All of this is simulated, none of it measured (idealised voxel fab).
The process module that follows is named voxel wiring stack.
Pictured: cross-section cut, 145 nm wide, on a grid of 5 nm square cells.
Square cells in a grid make up a cross-section in this document, and the grid is given as bands, listed from the top down, each one or more rows of cells. Basically the band line says how high the top is and how high the bottom is, in nm, and then what's in it from left to right, every material with its width in nm. Empty space shows up as "blank", and if a single material carries "everywhere" it runs the full band edge to edge. Counting heights begins at 0, where everything beneath is, in the wafer as received, one material. The lowest band has no bottom; it goes on downwards, as "0 down" shows. You'd read "30..40" like this: the band's top row of cells is as wide as the first number, its bottom row is as wide as the second, and going down, every row changes width by the same amount as the row before did. A step reported as "changes: none" is a step in which no cell of the cross-section changed. Look at "Closed internal voids" for the closed voids: empty spaces with no open path to the top, sized 8 cells or up. Each is width x height at distance, distance from the left edge, all nm. Text after the settings on a step's line: the simulator's own remark on that step. A step's line can hold "overlay nm"; with a mask on that step, the setting says how far right of the planned place the mask lay, while a negative setting says it lay to the left.

[Here's what the planned process steps look like]
1. RECEIVE: material Si
2. CONFORMAL_DEP: material SiO2, thk nm 15
3. CONFORMAL_DEP: material SiN, thk nm 5
4. DIRECTIONAL_DEP: material lowk, thk nm 15
5. PATTERN: tone open, mask id METAL_1, material resist, width nm 25, pitch nm 45, thk nm 20, overlay nm 0
6. DIRECTIONAL_ETCH: etch materials lowk, depth nm 15
7. DIRECTIONAL_ETCH: etch materials SiN, depth nm 5
8. STRIP: etch materials resist
9. CONFORMAL_DEP: material TiN, thk nm 5
10. FILL_DEP: material W, thk nm 5
11. CMP: height nm 35
12. CONFORMAL_DEP: material SiCN, thk nm 5
13. DIRECTIONAL_DEP: material lowk, thk nm 15
14. PATTERN: tone open, mask id PLUG_1, material resist, width nm 15, thk nm 20, overlay nm 0
15. DIRECTIONAL_ETCH: etch materials lowk, depth nm 15
16. DIRECTIONAL_ETCH: etch materials SiCN, depth nm 5
17. STRIP: etch materials resist
18. EPI: material Ru, thk nm 10
19. EPI: material Ru, thk nm 10
20. DIRECTIONAL_DEP: material TiN, thk nm 5
21. DIRECTIONAL_DEP: material W, thk nm 25
22. DIRECTIONAL_DEP: material aC, thk nm 15
23. PATTERN: tone cover, mask id METAL_2, material resist, width nm 25, pitch nm 45, thk nm 35, overlay nm 0
24. DIRECTIONAL_ETCH: etch materials aC, depth nm 15
25. STRIP: etch materials resist
26. DIRECTIONAL_ETCH: etch materials W, depth nm 25
27. DIRECTIONAL_ETCH: etch materials TiN, depth nm 5
28. STRIP: etch materials aC
29. FILL_DEP: material lowk, thk nm 5
30. CMP: height nm 85
31. CONFORMAL_DEP: material SiN, thk nm 5

[Here's what the wafer looked like in cross-section when it arrived - that's after step 1]
    0 down = Si everywhere
    Closed internal voids: none

[Run as planned - first of the two wafers cross-sectioned at the end of the module]
    90 to 85 = SiN everywhere
    85 to 60 = 35 nm lowk, then 25 nm W, then 20 nm lowk, then 25 nm W, then 40 nm lowk
    60 to 55 = 35 nm lowk, then 25 nm TiN, then 20 nm lowk, then 25 nm TiN, then 40 nm lowk
    55 to 40 = 35 nm lowk, then 15 nm Ru, then 95 nm lowk
    40 to 35 = 35 nm SiCN, then 15 nm Ru, then 95 nm SiCN
    35 to 20 = 35 nm lowk, then 5 nm TiN, then 15 nm W, then 5 nm TiN, then 20 nm lowk, then 5 nm TiN, then 15 nm W, then 5 nm TiN, then 40 nm lowk
    20 to 15 = 35 nm SiN, then 25 nm TiN, then 20 nm SiN, then 25 nm TiN, then 40 nm SiN
    15 to 0 = SiO2 everywhere
    0 down = Si everywhere
    Closed internal voids: none

[Now the second wafer, cross-sectioned at the end of the module. Nothing different at the start, nothing different in the plan compared with the first, just one mistake when it was actually run]
    90 to 85 = SiN everywhere
    85 to 60 = 35 nm lowk, then 25 nm W, then 20 nm lowk, then 25 nm W, then 40 nm lowk
    60 to 55 = 35 nm lowk, then 25 nm TiN, then 20 nm lowk, then 25 nm TiN, then 40 nm lowk
    55 to 40 = 50 nm lowk, then 75 nm Ru, then 20 nm lowk
    40 to 35 = 35 nm lowk, then 15 nm SiCN, then 75 nm Ru, then 20 nm lowk
    35 to 20 = 35 nm lowk, then 5 nm TiN, then 15 nm W, then 5 nm TiN, then 20 nm lowk, then 5 nm TiN, then 15 nm W, then 5 nm TiN, then 40 nm lowk
    20 to 15 = 35 nm SiN, then 25 nm TiN, then 20 nm SiN, then 25 nm TiN, then 40 nm SiN
    15 to 0 = SiO2 everywhere
    0 down = Si everywhere
    Closed internal voids: none
What broke from the plan during processing? step 14 ran as: PATTERN: tone cover, mask id PLUG_1, material resist, width nm 15, thk nm 20, overlay nm 0
Final wafer comparison in cells, second versus first, more or fewer per material: +48 Ru | -23 SiCN | -25 lowk
